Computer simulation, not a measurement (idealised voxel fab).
process module | voxel transistor to metal
cross-section cut | 275 nm wide | cells 5 nm
A cross-section is a grid of square cells, given in bands from the top down. A band is one or more rows of cells.
Each band's line starts with the height of the band's top and of its bottom, in nm. Then come its materials from left to right, each with its width in nm. One material with "throughout" fills the band from edge to edge. "air" is empty space.
Height 0 is the level under which the wafer as received is all one material. The lowest band goes on downwards, as in "0 down".
A width such as "30 to 40" changes by the same amount from each row of cells to the next, from the band's top row to its bottom row.
"no change" after a step means that no cell of the cross-section changed.
closed voids: empty space of 8 cells or more with no open way to the top, each as width x height at its distance from the left edge, in nm
after a step's settings: what the simulator itself notes on the step
overlay nm, on a step with a mask: how far to the right of its planned place the mask lay; to the left if negative
plan
1 op RECEIVE | material Si
2 op CONFORMAL_DEP | material SiO2 | thk nm 5
3 op CONFORMAL_DEP | material SiN | thk nm 10
4 op DIRECTIONAL_DEP | material aC | thk nm 15
5 op PATTERN | tone cover | mask id ACTIVE | material resist | width nm 85 | pitch nm 110 | thk nm 35 | overlay nm 0
6 op DIRECTIONAL_ETCH | etch materials aC | depth nm 15
7 op STRIP | etch materials resist
8 op DIRECTIONAL_ETCH | etch materials SiN | depth nm 10
9 op DIRECTIONAL_ETCH | etch materials SiO2 | depth nm 5
10 op DIRECTIONAL_ETCH | etch materials Si | depth nm 25
11 op STRIP | etch materials aC
12 op FILL_DEP | material SiO2 | thk nm 5
13 op CMP | height nm 15
14 op SELECTIVE_ETCH | etch materials SiO2 | depth nm 5
15 op STRIP | etch materials SiN
16 op SELECTIVE_ETCH | etch materials SiO2 | depth nm 5
17 op OXIDIZE | depth nm 5
18 op DIRECTIONAL_DEP | material polySi | thk nm 30
19 op DIRECTIONAL_DEP | material SiCN | thk nm 10
20 op MASKED_ETCH | tone cover | mask id GATE | width nm 15 | pitch nm 110 | etch materials SiCN | depth nm 20 | overlay nm 0
21 op MASKED_ETCH | tone cover | mask id GATE | width nm 15 | pitch nm 110 | etch materials polySi | depth nm 40 | overlay nm 0
22 op CONFORMAL_DEP | material SiN | thk nm 10
23 op DIRECTIONAL_ETCH | etch materials SiN | depth nm 10
24 op DIRECTIONAL_ETCH | etch materials SiO2 | depth nm 5
25 op DIRECTIONAL_ETCH | etch materials Si | depth nm 15
26 op EPI | material nSi | thk nm 20
27 op FILL_DEP | material SiO2 | thk nm 10
28 op CMP | height nm 40
29 op DIRECTIONAL_DEP | material SiO2 | thk nm 15
30 op PATTERN | tone open | mask id CONTACT | material resist | width nm 25 | thk nm 20 | overlay nm 0
31 op DIRECTIONAL_ETCH | etch materials SiO2 | depth nm 40
32 op STRIP | etch materials resist
33 op CONFORMAL_DEP | material TiN | thk nm 5
34 op FILL_DEP | material W | thk nm 5
35 op CMP | height nm 55
36 op DIRECTIONAL_DEP | material TiN | thk nm 5
37 op DIRECTIONAL_DEP | material Ru | thk nm 25
38 op MASKED_ETCH | tone cover | mask id METAL_1 | width nm 15 | etch materials Ru | depth nm 25 | overlay nm 0
39 op MASKED_ETCH | tone cover | mask id METAL_1 | width nm 15 | etch materials TiN | depth nm 5 | overlay nm 0
40 op CONFORMAL_DEP | material SiCN | thk nm 5
41 op FILL_DEP | material SiO2 | thk nm 5
42 op CMP | height nm 85
43 op CONFORMAL_DEP | material SiCN | thk nm 5
44 op DIRECTIONAL_DEP | material SiO2 | thk nm 30
45 op DIRECTIONAL_DEP | material aC | thk nm 15
46 op PATTERN | tone open | mask id METAL_2 | material resist | width nm 15 | pitch nm 110 | thk nm 30 | overlay nm -15
47 op DIRECTIONAL_ETCH | etch materials aC | depth nm 15
48 op STRIP | etch materials resist
49 op DIRECTIONAL_ETCH | etch materials SiO2 | depth nm 15
50 op STRIP | etch materials aC
51 op DIRECTIONAL_DEP | material aC | thk nm 15
52 op PATTERN | tone open | mask id METAL_2_HOLES | material resist | width nm 15 | pitch nm 110 | thk nm 35 | overlay nm 0
53 op DIRECTIONAL_ETCH | etch materials aC | depth nm 15
54 op STRIP | etch materials resist
55 op DIRECTIONAL_ETCH | etch materials SiO2 | depth nm 15
56 op DIRECTIONAL_ETCH | etch materials SiCN | depth nm 5
57 op STRIP | etch materials aC
58 op CONFORMAL_DEP | material TiN | thk nm 5
59 op FILL_DEP | material Ru | thk nm 5
60 op CMP | height nm 120
61 op CONFORMAL_DEP | material SiCN | thk nm 5
varied across the wafers: overlay nm of step 46. The plan shows the first wafer's value. All wafers start alike
first wafer as received, after step 1
  0 down: Si throughout
  closed voids: none
each wafer at the end: cells of each material gained (+) or lost (-) since it was received, then its closed voids
overlay nm -15 | +76 Ru | -187 Si | +205 SiCN | +72 SiN | +873 SiO2 | +108 TiN | +64 W | +128 nSi | +36 polySi | closed voids: none
overlay nm -10 | +72 Ru | -187 Si | +203 SiCN | +72 SiN | +873 SiO2 | +114 TiN | +64 W | +128 nSi | +36 polySi | closed voids: none
overlay nm -5 | +68 Ru | -187 Si | +201 SiCN | +72 SiN | +873 SiO2 | +120 TiN | +64 W | +128 nSi | +36 polySi | closed voids: none
overlay nm 0 | +72 Ru | -187 Si | +199 SiCN | +72 SiN | +873 SiO2 | +118 TiN | +64 W | +128 nSi | +36 polySi | closed voids: none
overlay nm 5 | +68 Ru | -187 Si | +201 SiCN | +72 SiN | +873 SiO2 | +120 TiN | +64 W | +128 nSi | +36 polySi | closed voids: none
overlay nm 10 | +72 Ru | -187 Si | +203 SiCN | +72 SiN | +873 SiO2 | +114 TiN | +64 W | +128 nSi | +36 polySi | closed voids: none
overlay nm 15 | +76 Ru | -187 Si | +205 SiCN | +72 SiN | +873 SiO2 | +108 TiN | +64 W | +128 nSi | +36 polySi | closed voids: none
